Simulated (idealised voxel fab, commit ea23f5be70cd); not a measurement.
Title: Process Module voxel released beams
In the cross-section labelled cut, the width is 250 nm and each square cell is 5 nm.
Notation: cross-section as square-cell grid; stated in bands, top first, going down; one or more cell rows per band.
A band entry consists of two parts. The first gives the height of the band's top and the height of its bottom, in nm. The rest lists the band's materials from left to right, each with its width in nm. A single material labelled with the word "full width" fills the band from edge to edge, and the word "empty" marks empty space.
All heights in this document are referenced to 0, defined as the level beneath which the wafer, as received, consists entirely of one material. The lowest band is not bounded below; it extends indefinitely downward and is written in the form "0..down".
Think of "30..40" as a width that walks from the first number to the second as you go down the band, top row to bottom row, taking equal-sized steps from row to row.
What does "no change occurred" mean for a step? It means no cell of the cross-section changed in that step.
In the "Trapped void list" entry, you get each enclosed empty space of 8 cells or more, one with no open way to the top, written width x height at distance, distance from the left edge, in nm.
Formally, on a step line, whatever follows the settings is a remark that the simulator itself makes on the step.
A step line may carry the setting "overlay nm", which, for steps involving a mask, states the distance by which the mask lay to the right of its intended position; negative values denote displacement to the left.
BELOW IS THE LIST OF PLANNED PROCESS STEPS
1 RECEIVE (material Si)
2 CONFORMAL_DEP (material Al2O3; thk nm 10)
3 DIRECTIONAL_DEP (material SiO2; thk nm 15)
4 MASKED_ETCH (tone open; mask id ANCHOR; width nm 25; etch materials SiO2; depth nm 15; overlay nm 0)
5 CONFORMAL_DEP (material W; thk nm 10)
6 DIRECTIONAL_DEP (material aC; thk nm 15)
7 PATTERN (tone cover; mask id BEAM; material resist; width nm 110; thk nm 30; overlay nm 0)
8 DIRECTIONAL_ETCH (etch materials aC; depth nm 15)
9 STRIP (etch materials resist)
10 DIRECTIONAL_ETCH (etch materials W; depth nm 10)
11 STRIP (etch materials aC)
12 STRIP (etch materials SiO2)
AS-RECEIVED STATE OF THE WAFER IN CROSS-SECTION, EQUIVALENT TO POST-STEP 1
> 0..down: Si full width
> Trapped void list: none
THE CROSS-SECTION SHOWN CORRESPONDS TO THE WAFER AT THE CONCLUSION OF THE MODULE. THE INITIAL STRUCTURE AND THE PROCESS PLAN ARE THOSE PRESENTED ABOVE; HOWEVER, ONE MISTAKE OCCURRED IN EXECUTING THE PLAN
> 20..10: empty 65 | W 110 | empty 75
> 10..0: Al2O3 full width
> 0..down: Si full width
> Trapped void list: none
Against the plan, the run slipped here: the run left out plan step 3 entirely, so it was never executed
